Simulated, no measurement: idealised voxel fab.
The process module presented herein is designated voxel transistor to metal.
Cross-sectional view cut (width: 295 nm; square cell size: 5 nm).
How to read a cross-section here: the picture is a grid of square cells, written as bands going from the top down, and any band can span one or more rows of cells.
Top, bottom (nm), then materials left to right with widths (nm); lone material tagged "everywhere" fills the whole band edge to edge; "blank" = empty space.
All heights in this document are referenced to 0, defined as the level beneath which the wafer, as received, consists entirely of one material. The lowest band is not bounded below; it extends indefinitely downward and is written in the form "z 0 and below".
It should be noted that a width expressed as "30..40" varies in equal increments from row to row of cells within the band, taking the value of the first number at the top row and that of the second number at the bottom row.
Reading "changes: none" for a step: not a cell of the cross-section changed in it.
"Closed voids list" means: voids of 8 cells or more that are shut off from the top with no open way through. Written width x height at distance, distance from the left edge, in nm.
Note: text after step settings on the step line = simulator remark on that step.
overlay nm: how far to the right of its planned place the mask lay on this masked step (negative: to the left).

-- Steps planned for the process
1) RECEIVE (material Si)
2) CONFORMAL_DEP (material SiO2; thk nm 5)
3) CONFORMAL_DEP (material SiN; thk nm 10)
4) DIRECTIONAL_DEP (material aC; thk nm 10)
5) PATTERN (tone cover; mask id ACTIVE; material resist; width nm 95; pitch nm 120; thk nm 25; overlay nm 0)
6) DIRECTIONAL_ETCH (etch materials aC; depth nm 10)
7) STRIP (etch materials resist)
8) DIRECTIONAL_ETCH (etch materials SiN; depth nm 10)
9) DIRECTIONAL_ETCH (etch materials SiO2; depth nm 5)
10) DIRECTIONAL_ETCH (etch materials Si; depth nm 30)
11) STRIP (etch materials aC)
12) FILL_DEP (material SiO2; thk nm 10)
13) CMP (height nm 15)
14) SELECTIVE_ETCH (etch materials SiO2; depth nm 5)
15) STRIP (etch materials SiN)
16) SELECTIVE_ETCH (etch materials SiO2; depth nm 5)
17) OXIDIZE (depth nm 5)
18) DIRECTIONAL_DEP (material polySi; thk nm 20)
19) DIRECTIONAL_DEP (material SiCN; thk nm 10)
20) MASKED_ETCH (tone cover; mask id GATE; width nm 25; pitch nm 120; etch materials SiCN; depth nm 20; overlay nm 0)
21) MASKED_ETCH (tone cover; mask id GATE; width nm 25; pitch nm 120; etch materials polySi; depth nm 30; overlay nm 0)
22) CONFORMAL_DEP (material SiO2; thk nm 5)
23) DIRECTIONAL_ETCH (etch materials SiO2; depth nm 5)
24) CONFORMAL_DEP (material SiN; thk nm 5)
25) DIRECTIONAL_ETCH (etch materials SiN; depth nm 5)
26) DIRECTIONAL_ETCH (etch materials SiO2; depth nm 5)
27) DIRECTIONAL_ETCH (etch materials Si; depth nm 15)
28) EPI (material nSi; thk nm 15)
29) FILL_DEP (material SiO2; thk nm 10)
30) CMP (height nm 20)
31) STRIP (etch materials polySi)
32) SELECTIVE_ETCH (etch materials SiO2; depth nm 5)
33) CONFORMAL_DEP (material HfO2; thk nm 5)
34) CONFORMAL_DEP (material TiN; thk nm 5)
35) FILL_DEP (material W; thk nm 5)
36) CMP (height nm 15)
37) DIRECTIONAL_DEP (material SiO2; thk nm 10)
38) MASKED_ETCH (tone open; mask id CONTACT; width nm 15; etch materials SiO2; depth nm 15; overlay nm 0)
39) CONFORMAL_DEP (material TiN; thk nm 5)
40) FILL_DEP (material Ru; thk nm 10)
41) CMP (height nm 25)
42) DIRECTIONAL_DEP (material TiN; thk nm 5)
43) DIRECTIONAL_DEP (material Ru; thk nm 20)
44) DIRECTIONAL_DEP (material aC; thk nm 10)
45) PATTERN (tone cover; mask id METAL_1; material resist; width nm 15; thk nm 30; overlay nm 0)
46) DIRECTIONAL_ETCH (etch materials aC; depth nm 10)
47) STRIP (etch materials resist)
48) DIRECTIONAL_ETCH (etch materials Ru; depth nm 20)
49) DIRECTIONAL_ETCH (etch materials TiN; depth nm 5)
50) STRIP (etch materials aC)
51) CONFORMAL_DEP (material SiCN; thk nm 5)
52) FILL_DEP (material SiO2; thk nm 10)
53) CMP (height nm 50)
54) CONFORMAL_DEP (material SiCN; thk nm 5)

-- Incoming wafer in cross-section (state: after step 1)
> z 0 and below  Si everywhere
> Closed voids list: none

-- Starting wafer: above. Plan: above. Run: one mistake. Cross-section after the module: below
> z 55 to 50  SiCN everywhere
> z 50 to 30  SiO2 40  SiCN 5  Ru 15  SiCN 5  SiO2 45  SiCN 5  Ru 15  SiCN 5  SiO2 25  SiCN 5  Ru 15  SiCN 5  SiO2 45  SiCN 5  Ru 15  SiCN 5  SiO2 40
> z 30 to 25  SiCN 45  TiN 15  SiCN 55  TiN 15  SiCN 35  TiN 15  SiCN 55  TiN 15  SiCN 45
> z 25 to 15  SiO2 45  TiN 5  Ru 5  TiN 5  SiO2 55  TiN 5  Ru 5  TiN 5  SiO2 35  TiN 5  Ru 5  TiN 5  SiO2 55  TiN 5  Ru 5  TiN 5  SiO2 45
> z 15 to 10  SiO2 45  TiN 15  SiO2 55  TiN 15  SiO2 35  TiN 15  SiO2 55  TiN 15  SiO2 45
> z 10 to 5  SiO2 40  nSi 25  SiN 5  SiO2 5  SiCN 25  SiO2 5  SiN 5  nSi 25  SiO2 25  nSi 25  SiN 5  SiO2 5  SiCN 25  SiO2 5  SiN 5  nSi 25  SiO2 40
> z 5 to 0  SiO2 40  SiN 5  nSi 20  SiN 5  SiO2 5  SiCN 25  SiO2 5  SiN 5  nSi 20  SiN 5  SiO2 25  SiN 5  nSi 20  SiN 5  SiO2 5  SiCN 25  SiO2 5  SiN 5  nSi 20  SiN 5  SiO2 40
> z 0 to -5  SiO2 45  nSi 20  SiO2 45  nSi 20  SiO2 35  nSi 20  SiO2 45  nSi 20  SiO2 45
> z -5 to -20  SiO2 40  Si 5  nSi 20  Si 45  nSi 20  Si 5  SiO2 25  Si 5  nSi 20  Si 45  nSi 20  Si 5  SiO2 40
> z -20 to -30  SiO2 40  Si 95  SiO2 25  Si 95  SiO2 40
> z -30 and below  Si everywhere
> Closed voids list: none
Processing error: step 18 of the plan got skipped, so it never ran
